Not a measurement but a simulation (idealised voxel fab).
You're looking at the process module voxel self aligned contacts.
Displayed cross-section: cut, width of 175 nm, square cells sized 5 nm.
A cross-section is written here as square cells arranged in a grid, and it is given in bands from the top down, each band taking up one or more rows of cells. Band: top and bottom heights (nm) first, top before bottom; then materials from left to right, widths in nm. "all across" marks a sole material filling the band edge to edge. "air" denotes empty space. Heights are measured from 0, the level below which the as-received wafer is all one material; the lowest band has no bottom and continues downward, written as in "top 0, no bottom". Top row gets the first number, bottom row gets the second, and each row in between changes by the same step: that is how a band width like "30..40" works. The designation "changes: none", where it is given for a processing step, indicates that no cell of the cross-section was altered in the course of that step. Empty spaces without an open route to the top, at least 8 cells in extent, make up the entry "Voids lacking openings"; each is given as width x height at distance, where the distance is measured from the left edge, and all are in nm. Text after the settings on a step's line: the simulator's own remark on that step. A step line may carry the setting "overlay nm", which, for steps involving a mask, states the distance by which the mask lay to the right of its intended position; negative values denote displacement to the left.
## Planned process steps
1) RECEIVE,material Si
2) CONFORMAL_DEP,material SiO2,thk nm 5
3) DIRECTIONAL_DEP,material polySi,thk nm 25
4) DIRECTIONAL_DEP,material SiN,thk nm 15
5) DIRECTIONAL_DEP,material aC,thk nm 10
6) PATTERN,tone cover,mask id GATE,material resist,width nm 30,pitch nm 60,thk nm 30,overlay nm 0
7) DIRECTIONAL_ETCH,etch materials aC,depth nm 10
8) STRIP,etch materials resist
9) DIRECTIONAL_ETCH,etch materials SiN,depth nm 15
10) DIRECTIONAL_ETCH,etch materials polySi,depth nm 25
11) STRIP,etch materials aC
12) CONFORMAL_DEP,material SiN,thk nm 5
13) DIRECTIONAL_ETCH,etch materials SiN,depth nm 5
14) FILL_DEP,material SiO2,thk nm 15
15) CMP,height nm 55
16) DIRECTIONAL_DEP,material aC,thk nm 10
17) PATTERN,tone open,mask id CONTACT,material resist,width nm 40,thk nm 30,overlay nm 0
18) DIRECTIONAL_ETCH,etch materials aC,depth nm 10
19) STRIP,etch materials resist
20) DIRECTIONAL_ETCH,etch materials SiO2,depth nm 55
21) STRIP,etch materials aC
22) CONFORMAL_DEP,material TiN,thk nm 5
23) FILL_DEP,material Ru,thk nm 5
24) CMP,height nm 55
25) CONFORMAL_DEP,material SiCN,thk nm 5
## as received, after step 1
> top 0, no bottom = Si all across
> Voids lacking openings: none
## Module complete, cross-section. Starting point and plan per above. One mistake made in running the module
> top 60, bottom 55 = SiCN all across
> top 55, bottom 45 = 60..30 Ru; 5..35 TiN; 40 SiO2; 5..35 TiN; 65..35 Ru
> top 45, bottom 30 = 30 Ru; 5 TiN; 40 SiN; 20 SiO2; 40 SiN; 5 TiN; 35 Ru
> top 30, bottom 5 = 30 Ru; 5 TiN; 5 SiN; 30 polySi; 5 SiN; 20 SiO2; 5 SiN; 30 polySi; 5 SiN; 5 TiN; 35 Ru
> top 5, bottom 0 = 35 TiN; 100 SiO2; 40 TiN
> top 0, no bottom = Si all across
> Voids lacking openings: none
Where did the run depart from the plan? step 17 was not run as planned; what actually ran was PATTERN,tone cover,mask id CONTACT,material resist,width nm 40,thk nm 30,overlay nm 0
